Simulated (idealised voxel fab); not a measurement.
The following is a process module called voxel ribs on slabs.
The cross-section shown here is cut; it is 200 nm wide and divided into square cells measuring 5 nm on a side.
A cross-section is a grid of square cells, given in bands from the top down. A band is one or more rows of cells. Read a band's entry like this: the first values are the height of its top and the height of its bottom in nm, and what follows is the sequence of materials from left to right, each with its width in nm. Note that "blank" is empty space, and that a single material marked "throughout" reaches across the band from edge to edge. Height is counted from the level 0, under which the received wafer is composed throughout of one material. The lowest of the bands is not closed at the bottom but continues downward, in the notation "0 and below". With a width like "30 to 40", each row of cells in the band differs from the next by the same amount, the top row carrying the first number and the bottom row the second. Step note "identical to before" = no cross-section cell changed. "Trapped cavities" contains a list of empty spaces, each no smaller than 8 cells and without an open way to the top, written in the form width x height at distance with the distance from the left edge and all three in nm. Post-settings text on a step line: simulator's own remark regarding the step. The line of a step may include "overlay nm". On a step with a mask, this value is how far to the right of its planned place the mask lay. A negative value means the mask lay to the left.

# Intended process steps
1 RECEIVE | material Si
2 DIRECTIONAL_DEP | material SiO2 | thk nm 30
3 DIRECTIONAL_DEP | material SiN | thk nm 25
4 MASKED_ETCH | tone cover | mask id RIB | width nm 20 | etch materials SiN | depth nm 5 | overlay nm 0
5 PATTERN | tone cover | mask id SLAB | material resist | width nm 80 | thk nm 20 | overlay nm 0
6 DIRECTIONAL_ETCH | etch materials SiN | depth nm 20
7 STRIP | etch materials resist
8 FILL_DEP | material SiO2 | thk nm 15
9 CMP | height nm 65
10 DIRECTIONAL_DEP | material TiN | thk nm 10
11 MASKED_ETCH | tone cover | mask id HEATER | width nm 30 | etch materials TiN | depth nm 10 | overlay nm 0
12 CONFORMAL_DEP | material SiN | thk nm 10

# Received-state cross-section, reflecting completion of step 1
> 0 and below: Si throughout
> Trapped cavities: none

# Result of the module, cross-sectioned: start per above, plan per above, one error in how it was run
> 85 down to 75: blank: 75; SiN: 55; blank: 70
> 75 down to 65: SiN: 85; TiN: 35; SiN: 80
> 65 down to 55: SiO2 throughout
> 55 down to 50: SiO2: 90; SiN: 20; SiO2: 90
> 50 down to 30: SiO2: 60; SiN: 80; SiO2: 60
> 30 down to 0: SiO2 throughout
> 0 and below: Si throughout
> Trapped cavities: none
The plan and the run diverged here: for step 11, the planned setting was not used; the step was instead run as MASKED_ETCH | tone cover | mask id HEATER | width nm 35 | etch materials TiN | depth nm 10 | overlay nm 0
